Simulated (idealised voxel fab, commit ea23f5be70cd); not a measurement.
Presented below is a process module, voxel air gaps.
We display cut, a cross-section 225 nm in width whose square cells are each 5 nm.
A cross-section in this document is a grid of square cells, and it is written down as bands, the top band listed before the ones below it; a band is made up of one or more rows of cells. Look at the band entry: it leads with the top's height and the bottom's height in nm. Then it lists the materials left to right, with a width in nm for each. The word "throughout" on a single material says that material fills the band edge to edge. The word "air" is empty space. It should be noted that heights are counted from 0, beneath which the wafer as supplied is of one material throughout, and that the lowest band possesses no lower boundary but continues downward, as written in "0 and below". It should be noted that a width expressed as "30 to 40" varies in equal increments from row to row of cells within the band, taking the value of the first number at the top row and that of the second number at the bottom row. "no change" means the step left every cell of the cross-section as it was. Entry "Closed internal cavities". Content: empty spaces with no open connection to the top, size 8 cells or greater. Each: width x height at distance. Distance: from left edge. Unit: nm. Text after the settings on a step's line: the simulator's own remark on that step. "overlay nm" on a masked step: distance the mask lay right of its planned place, negative for left.
Steps in the process plan
- 1: RECEIVE: material Si
- 2: CONFORMAL_DEP: material SiO2, thk nm 10
- 3: CONFORMAL_DEP: material SiCN, thk nm 5
- 4: DIRECTIONAL_DEP: material SiO2, thk nm 40
- 5: PATTERN: tone open, mask id LINES, material resist, width nm 20, pitch nm 45, thk nm 15, overlay nm 0
- 6: DIRECTIONAL_ETCH: etch materials SiO2, depth nm 40
- 7: STRIP: etch materials resist
- 8: CONFORMAL_DEP: material TiN, thk nm 5
- 9: FILL_DEP: material W, thk nm 10
- 10: CMP: height nm 55
- 11: EPI: material Ru, thk nm 10
- 12: SELECTIVE_ETCH: etch materials SiO2, depth nm 50
- 13: CONFORMAL_DEP: material SiCN, thk nm 5
Wafer cross-section on receipt, i.e. after step 1
0 and below  Si throughout
Closed internal cavities: none
The first of two wafers, cross-sectioned at the end of the module, with the run proceeding as planned
70 down to 65  air: 40, then SiCN: 140, then air: 45
65 down to 55  air: 40, then SiCN: 5, then Ru: 40, then SiCN: 5, then Ru: 40, then SiCN: 5, then Ru: 40, then SiCN: 5, then air: 45
55 down to 50  air: 40, then SiCN: 15, then TiN: 5, then W: 10, then TiN: 5, then SiCN: 25, then TiN: 5, then W: 10, then TiN: 5, then SiCN: 25, then TiN: 5, then W: 10, then TiN: 5, then SiCN: 15, then air: 45
50 down to 20  air: 50, then SiCN: 5, then TiN: 5, then W: 10, then TiN: 5, then SiCN: 5, then air: 15, then SiCN: 5, then TiN: 5, then W: 10, then TiN: 5, then SiCN: 5, then air: 15, then SiCN: 5, then TiN: 5, then W: 10, then TiN: 5, then SiCN: 5, then air: 55
20 down to 15  SiCN: 55, then TiN: 20, then SiCN: 25, then TiN: 20, then SiCN: 25, then TiN: 20, then SiCN: 60
15 down to 10  SiCN throughout
10 down to 0  SiO2 throughout
0 and below  Si throughout
Closed internal cavities: 15 x 30 at 80; 15 x 30 at 125
Cross-section, wafer two of two, end of module: same start and plan as wafer one, one error in execution
70 down to 65  air: 35, then SiCN: 150, then air: 40
65 down to 55  air: 35, then SiCN: 5, then Ru: 140, then SiCN: 5, then air: 40
55 down to 50  air: 35, then SiCN: 15, then TiN: 5, then W: 20, then TiN: 5, then SiO2: 15, then TiN: 5, then W: 20, then TiN: 5, then SiO2: 15, then TiN: 5, then W: 20, then TiN: 5, then SiCN: 15, then air: 40
50 down to 20  air: 45, then SiCN: 5, then TiN: 5, then W: 20, then TiN: 5, then SiO2: 15, then TiN: 5, then W: 20, then TiN: 5, then SiO2: 15, then TiN: 5, then W: 20, then TiN: 5, then SiCN: 5, then air: 50
20 down to 15  SiCN: 50, then TiN: 30, then SiO2: 15, then TiN: 30, then SiO2: 15, then TiN: 30, then SiCN: 55
15 down to 10  SiCN throughout
10 down to 0  SiO2 throughout
0 and below  Si throughout
Closed internal cavities: none
Plan not followed: step 5 was run on a setting that differed from the plan, and what really ran there is PATTERN: tone open, mask id LINES, material resist, width nm 30, pitch nm 45, thk nm 15, overlay nm 0
It is noted that, at the conclusion of processing, the second wafer exhibits a higher or lower cell count for certain materials relative to the first: +8 Ru, -48 SiCN, +48 SiO2, +6 TiN, +42 W
Final closed voids: first wafer 2, second wafer 0.
